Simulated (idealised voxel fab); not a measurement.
process module | voxel tone inversion
cross-section cut | 290 nm wide | cells 5 nm
A cross-section is a grid of square cells, given in bands from the top down. A band is one or more rows of cells.
Each band's line starts with the height of the band's top and of its bottom, in nm. Then come its materials from left to right, each with its width in nm. One material with "throughout" fills the band from edge to edge. "air" is empty space.
Height 0 is the level under which the wafer as received is all one material. The lowest band goes on downwards, as in "0 down".
A width such as "30 to 40" changes by the same amount from each row of cells to the next, from the band's top row to its bottom row.
"no change" after a step means that no cell of the cross-section changed.
closed voids: empty space of 8 cells or more with no open way to the top, each as width x height at its distance from the left edge, in nm
after a step's settings: what the simulator itself notes on the step
overlay nm, on a step with a mask: how far to the right of its planned place the mask lay; to the left if negative
plan
1 op RECEIVE | material Si
2 op CONFORMAL_DEP | material SiCN | thk nm 10
3 op DIRECTIONAL_DEP | material polySi | thk nm 15
4 op PATTERN | tone cover | mask id POSTS | material resist | width nm 20 | pitch nm 50 | thk nm 20 | overlay nm 0
5 op DIRECTIONAL_ETCH | etch materials polySi | depth nm 15
6 op STRIP | etch materials resist
7 op FILL_DEP | material lowk | thk nm 10
8 op CMP | height nm 25
9 op STRIP | etch materials polySi
10 op CONFORMAL_DEP | material TiN | thk nm 5
11 op FILL_DEP | material W | thk nm 10
12 op CMP | height nm 25
13 op CONFORMAL_DEP | material SiN | thk nm 5
first wafer, as planned
as received, after step 1
  0 down: Si throughout
  closed voids: none
after step 2
  10 to 0: SiCN throughout
  below 0: unchanged
after step 3
  25 to 10: polySi throughout
  below 10: unchanged
after step 4
  45 to 25: air 110 | resist 20 | air 30 | resist 20 | air 110
  below 25: unchanged
after step 5
  45 to 25: air 110 | resist 20 | air 30 | resist 20 | air 110
  25 to 10: air 110 | polySi 20 | air 30 | polySi 20 | air 110
  below 10: unchanged
after step 6
  25 to 10: air 110 | polySi 20 | air 30 | polySi 20 | air 110
  below 10: unchanged
after step 7
  35 to 25: lowk throughout
  25 to 10: lowk 110 | polySi 20 | lowk 30 | polySi 20 | lowk 110
  below 10: unchanged
after step 8
  25 to 10: lowk 110 | polySi 20 | lowk 30 | polySi 20 | lowk 110
  below 10: unchanged
after step 9
  25 to 10: lowk 110 | air 20 | lowk 30 | air 20 | lowk 110
  below 10: unchanged
after step 10
  30 to 25: TiN 115 | air 10 | TiN 40 | air 10 | TiN 115
  25 to 15: lowk 110 | TiN 5 | air 10 | TiN 5 | lowk 30 | TiN 5 | air 10 | TiN 5 | lowk 110
  15 to 10: lowk 110 | TiN 20 | lowk 30 | TiN 20 | lowk 110
  below 10: unchanged
after step 11
  40 to 30: W throughout
  30 to 25: TiN 115 | W 10 | TiN 40 | W 10 | TiN 115
  25 to 15: lowk 110 | TiN 5 | W 10 | TiN 5 | lowk 30 | TiN 5 | W 10 | TiN 5 | lowk 110
  below 15: unchanged
after step 12
  25 to 15: lowk 110 | TiN 5 | W 10 | TiN 5 | lowk 30 | TiN 5 | W 10 | TiN 5 | lowk 110
  below 15: unchanged
after step 13
  30 to 25: SiN throughout
  below 25: unchanged
second wafer: like start, like plan, one mistake. Through step 1 it matches the first wafer
when step 2 should have ended
  15 to 0: polySi throughout
  below 0: unchanged
when step 3 should have ended
  25 to 15: SiCN throughout
  below 15: unchanged
when step 4 should have ended
  45 to 25: air 110 | resist 20 | air 30 | resist 20 | air 110
  below 25: unchanged
when step 5 should have ended: no change
when step 6 should have ended
  25 to 15: SiCN throughout
  below 15: unchanged
when step 7 should have ended
  35 to 25: lowk throughout
  below 25: unchanged
when step 8 should have ended
  25 to 15: SiCN throughout
  below 15: unchanged
when step 9 should have ended: no change
when step 10 should have ended
  30 to 25: TiN throughout
  below 25: unchanged
when step 11 should have ended
  40 to 30: W throughout
  below 30: unchanged
when step 12 should have ended
  25 to 15: SiCN throughout
  below 15: unchanged
when step 13 should have ended
  30 to 25: SiN throughout
  below 25: unchanged
what went wrong: steps 2 and 3 were swapped
at the end the second wafer has, in cells: 16 fewer of TiN | 8 fewer of W | 150 fewer of lowk | 174 more of polySi
